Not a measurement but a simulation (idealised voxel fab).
process module | voxel wiring stack
cross-section cut | 265 nm wide | cells 5 nm
A cross-section is a grid of square cells, given in bands from the top down. A band is one or more rows of cells.
Each band's line starts with the height of the band's top and of its bottom, in nm. Then come its materials from left to right, each with its width in nm. One material with "throughout" fills the band from edge to edge. "air" is empty space.
Height 0 is the level under which the wafer as received is all one material. The lowest band goes on downwards, as in "0 down".
A width such as "30 to 40" changes by the same amount from each row of cells to the next, from the band's top row to its bottom row.
"no change" after a step means that no cell of the cross-section changed.
closed voids: empty space of 8 cells or more with no open way to the top, each as width x height at its distance from the left edge, in nm
after a step's settings: what the simulator itself notes on the step
overlay nm, on a step with a mask: how far to the right of its planned place the mask lay; to the left if negative
plan
1 op RECEIVE | material Si
2 op CONFORMAL_DEP | material SiO2 | thk nm 10
3 op CONFORMAL_DEP | material SiCN | thk nm 5
4 op DIRECTIONAL_DEP | material lowk | thk nm 25
5 op PATTERN | tone open | mask id METAL_1 | material resist | width nm 20 | pitch nm 45 | thk nm 20 | overlay nm 0
6 op DIRECTIONAL_ETCH | etch materials lowk | depth nm 25
7 op DIRECTIONAL_ETCH | etch materials SiCN | depth nm 5
8 op STRIP | etch materials resist
9 op CONFORMAL_DEP | material TiN | thk nm 5
10 op FILL_DEP | material Cu | thk nm 10
11 op CMP | height nm 40
12 op CONFORMAL_DEP | material SiCN | thk nm 5
13 op DIRECTIONAL_DEP | material lowk | thk nm 30
14 op MASKED_ETCH | tone open | mask id METAL_2 | width nm 20 | pitch nm 45 | etch materials lowk | depth nm 15 | overlay nm 0
15 op DIRECTIONAL_DEP | material aC | thk nm 10
16 op PATTERN | tone open | mask id METAL_2_HOLES | material resist | width nm 15 | pitch nm 45 | thk nm 30 | overlay nm 0
17 op DIRECTIONAL_ETCH | etch materials aC | depth nm 10
18 op STRIP | etch materials resist
19 op DIRECTIONAL_ETCH | etch materials lowk | depth nm 15
20 op DIRECTIONAL_ETCH | etch materials SiCN | depth nm 5
21 op STRIP | etch materials aC
22 op CONFORMAL_DEP | material TiN | thk nm 5
23 op FILL_DEP | material Cu | thk nm 10
24 op CMP | height nm 75
25 op CONFORMAL_DEP | material SiCN | thk nm 5
26 op DIRECTIONAL_DEP | material SiO2 | thk nm 15
27 op DIRECTIONAL_DEP | material aC | thk nm 15
28 op PATTERN | tone open | mask id PLUG_2 | material resist | width nm 15 | pitch nm 90 | thk nm 35 | overlay nm 0
29 op DIRECTIONAL_ETCH | etch materials aC | depth nm 15
30 op STRIP | etch materials resist
31 op DIRECTIONAL_ETCH | etch materials SiO2 | depth nm 15
32 op DIRECTIONAL_ETCH | etch materials SiCN | depth nm 5
33 op STRIP | etch materials aC
34 op EPI | material Ru | thk nm 10
35 op EPI | material Ru | thk nm 10
36 op DIRECTIONAL_DEP | material TiN | thk nm 5
37 op DIRECTIONAL_DEP | material Ru | thk nm 25
38 op MASKED_ETCH | tone cover | mask id METAL_3 | width nm 20 | pitch nm 45 | etch materials Ru | depth nm 25 | overlay nm 0
39 op MASKED_ETCH | tone cover | mask id METAL_3 | width nm 20 | pitch nm 45 | etch materials TiN | depth nm 5 | overlay nm 0
40 op FILL_DEP | material SiO2 | thk nm 10
41 op CMP | height nm 125
42 op CONFORMAL_DEP | material SiCN | thk nm 5
43 op DIRECTIONAL_DEP | material lowk | thk nm 25
44 op MASKED_ETCH | tone open | mask id METAL_4_HOLES | width nm 15 | pitch nm 45 | etch materials lowk | depth nm 25 | overlay nm 0
45 op PATTERN | tone open | mask id METAL_4 | material resist | width nm 20 | pitch nm 45 | thk nm 15 | overlay nm 0
46 op DIRECTIONAL_ETCH | etch materials lowk | depth nm 15
47 op DIRECTIONAL_ETCH | etch materials SiCN | depth nm 5
48 op STRIP | etch materials resist
49 op CONFORMAL_DEP | material TiN | thk nm 5
50 op FILL_DEP | material Cu | thk nm 10
51 op CMP | height nm 155
52 op CONFORMAL_DEP | material SiN | thk nm 5
as received, after step 1
  0 down: Si throughout
  closed voids: none
a wafer at the end: this start, this plan, one mistake
  160 to 155: SiN throughout
  155 to 145: lowk 55 | TiN 5 | Cu 10 | TiN 5 | lowk 25 | TiN 5 | Cu 10 | TiN 5 | lowk 25 | TiN 5 | Cu 10 | TiN 5 | lowk 25 | TiN 5 | Cu 10 | TiN 5 | lowk 55
  145 to 140: lowk 55 | TiN 5 | Cu 5 | TiN 10 | lowk 25 | TiN 5 | Cu 5 | TiN 10 | lowk 25 | TiN 5 | Cu 5 | TiN 10 | lowk 25 | TiN 5 | Cu 5 | TiN 10 | lowk 55
  140 to 130: lowk 55 | TiN 5 | Cu 5 | TiN 5 | lowk 30 | TiN 5 | Cu 5 | TiN 5 | lowk 30 | TiN 5 | Cu 5 | TiN 5 | lowk 30 | TiN 5 | Cu 5 | TiN 5 | lowk 60
  130 to 125: SiCN 55 | TiN 15 | SiCN 30 | TiN 15 | SiCN 30 | TiN 15 | SiCN 30 | TiN 15 | SiCN 60
  125 to 100: SiO2 55 | Ru 20 | SiO2 25 | Ru 20 | SiO2 25 | Ru 20 | SiO2 25 | Ru 20 | SiO2 55
  100 to 95: SiO2 55 | TiN 20 | SiO2 25 | TiN 20 | SiO2 25 | TiN 20 | SiO2 25 | TiN 20 | SiO2 55
  95 to 80: SiO2 55 | Ru 15 | SiO2 75 | Ru 15 | SiO2 105
  80 to 75: SiCN 55 | Ru 15 | SiCN 75 | Ru 15 | SiCN 105
  75 to 65: lowk 55 | TiN 5 | Cu 10 | TiN 5 | lowk 25 | TiN 5 | Cu 10 | TiN 5 | lowk 25 | TiN 5 | Cu 10 | TiN 5 | lowk 25 | TiN 5 | Cu 10 | TiN 5 | lowk 55
  65 to 60: lowk 55 | TiN 20 | lowk 25 | TiN 20 | lowk 25 | TiN 20 | lowk 25 | TiN 20 | lowk 55
  60 to 45: lowk 60 | TiN 10 | lowk 35 | TiN 10 | lowk 35 | TiN 10 | lowk 35 | TiN 10 | lowk 60
  45 to 40: SiCN 60 | TiN 10 | SiCN 35 | TiN 10 | SiCN 35 | TiN 10 | SiCN 35 | TiN 10 | SiCN 60
  40 to 15: lowk 55 | TiN 5 | Cu 10 | TiN 5 | lowk 25 | TiN 5 | Cu 10 | TiN 5 | lowk 25 | TiN 5 | Cu 10 | TiN 5 | lowk 25 | TiN 5 | Cu 10 | TiN 5 | lowk 55
  15 to 10: SiCN 55 | TiN 20 | SiCN 25 | TiN 20 | SiCN 25 | TiN 20 | SiCN 25 | TiN 20 | SiCN 55
  10 to 0: SiO2 throughout
  0 down: Si throughout
  closed voids: none
what went wrong: step 14 ran as: op MASKED_ETCH | tone open | mask id METAL_2 | width nm 15 | pitch nm 45 | etch materials lowk | depth nm 15 | overlay nm 0
